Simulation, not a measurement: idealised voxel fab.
voxel capacitor over wiring: a process module
The width of the displayed cross-section, cut, is 285 nm; its cells are square, with a size of 5 nm.
Format of a cross-section: grid, square cells. Given as bands. Order: top down. Band: one or more rows of cells. Heights first: top, then bottom, in nm. Then materials, left to right, each with a width in nm. "edge to edge" on a single material: fills the band edge to edge. "blank": empty space. Heights are measured from 0, the level below which the as-received wafer is all one material; the lowest band has no bottom and continues downward, written as in "0 down". Note: "30->40" means the width goes from the first number (top row of the band) to the second number (bottom row) in equal steps per row of cells. Step marked "no modifications"? Then no cell in the cross-section changed in it. Closed empty spaces (no open way to the top) of 8 cells or more are what "Fully sealed cavities" lists, each as width x height at distance from the left edge, nm for all three. Post-settings text on a step line: simulator's own remark regarding the step. The "overlay nm" setting may appear on a step's line; for a step that uses a mask, it gives how far to the right of its planned position the mask lay, and a negative value indicates the left.

**The steps planned for the process are as follows**
1,op RECEIVE | material Si
2,op CONFORMAL_DEP | material SiO2 | thk nm 15
3,op DIRECTIONAL_DEP | material TiN | thk nm 5
4,op DIRECTIONAL_DEP | material W | thk nm 25
5,op MASKED_ETCH | tone cover | mask id METAL_1 | width nm 20 | pitch nm 85 | etch materials W | depth nm 25 | overlay nm 0
6,op MASKED_ETCH | tone cover | mask id METAL_1 | width nm 20 | pitch nm 85 | etch materials TiN | depth nm 5 | overlay nm 0
7,op CONFORMAL_DEP | material SiCN | thk nm 5
8,op FILL_DEP | material SiO2 | thk nm 5
9,op CMP | height nm 45
10,op CONFORMAL_DEP | material SiCN | thk nm 5
11,op DIRECTIONAL_DEP | material SiO2 | thk nm 15
12,op PATTERN | tone open | mask id PLUG_1 | material resist | width nm 15 | thk nm 20 | overlay nm 0
13,op DIRECTIONAL_ETCH | etch materials SiO2 | depth nm 15
14,op DIRECTIONAL_ETCH | etch materials SiCN | depth nm 5
15,op STRIP | etch materials resist
16,op EPI | material Ru | thk nm 10
17,op EPI | material Ru | thk nm 10
18,op DIRECTIONAL_DEP | material TiN | thk nm 5
19,op DIRECTIONAL_DEP | material SiN | thk nm 5
20,op DIRECTIONAL_DEP | material TiN | thk nm 5
21,op MASKED_ETCH | tone cover | mask id UPPER_PLATE | width nm 70 | etch materials TiN | depth nm 5 | overlay nm 0
22,op MASKED_ETCH | tone cover | mask id UPPER_PLATE | width nm 70 | etch materials SiN | depth nm 5 | overlay nm 0
23,op MASKED_ETCH | tone cover | mask id LOWER_PLATE | width nm 80 | etch materials TiN | depth nm 5 | overlay nm 0
24,op FILL_DEP | material SiO2 | thk nm 20
25,op CMP | height nm 95
26,op PATTERN | tone open | mask id PLUG_2 | material resist | width nm 15 | thk nm 15 | overlay nm 0
27,op DIRECTIONAL_ETCH | etch materials SiO2 | depth nm 15
28,op STRIP | etch materials resist
29,op CONFORMAL_DEP | material TiN | thk nm 5
30,op FILL_DEP | material Cu | thk nm 5
31,op CMP | height nm 95
32,op CONFORMAL_DEP | material SiN | thk nm 5

**This is the cross-section of the wafer as we received it, i.e. after step 1**
	0 down  Si edge to edge
	Fully sealed cavities: none

**One mistake in running the module, otherwise start and plan as above: cross-section at the end**
	100 to 95  SiN edge to edge
	95 to 85  SiO2 105, then TiN 5, then Cu 5, then TiN 5, then SiO2 165
	85 to 75  SiO2 105->110, then TiN 15->55, then SiO2 165->120
	75 to 70  SiO2 110, then SiN 55, then SiO2 120
	70 to 65  SiO2 90, then TiN 5, then SiO2 15, then TiN 60, then SiO2 115
	65 to 60  SiO2 edge to edge
	60 to 55  SiO2 95, then TiN 15, then SiO2 175
	55 to 50  SiO2 95, then SiN 15, then SiO2 175
	50 to 45  SiCN 95, then TiN 15, then SiCN 175
	45 to 25  W 90, then SiCN 5, then SiO2 10, then SiCN 5, then W 65, then SiCN 5, then SiO2 10, then SiCN 5, then W 90
	25 to 20  W 90, then SiCN 20, then W 65, then SiCN 20, then W 90
	20 to 15  TiN edge to edge
	15 to 0  SiO2 edge to edge
	0 down  Si edge to edge
	Fully sealed cavities: none
Processing error: contrary to plan, step 5 was performed as op MASKED_ETCH | tone open | mask id METAL_1 | width nm 20 | pitch nm 85 | etch materials W | depth nm 25 | overlay nm 0
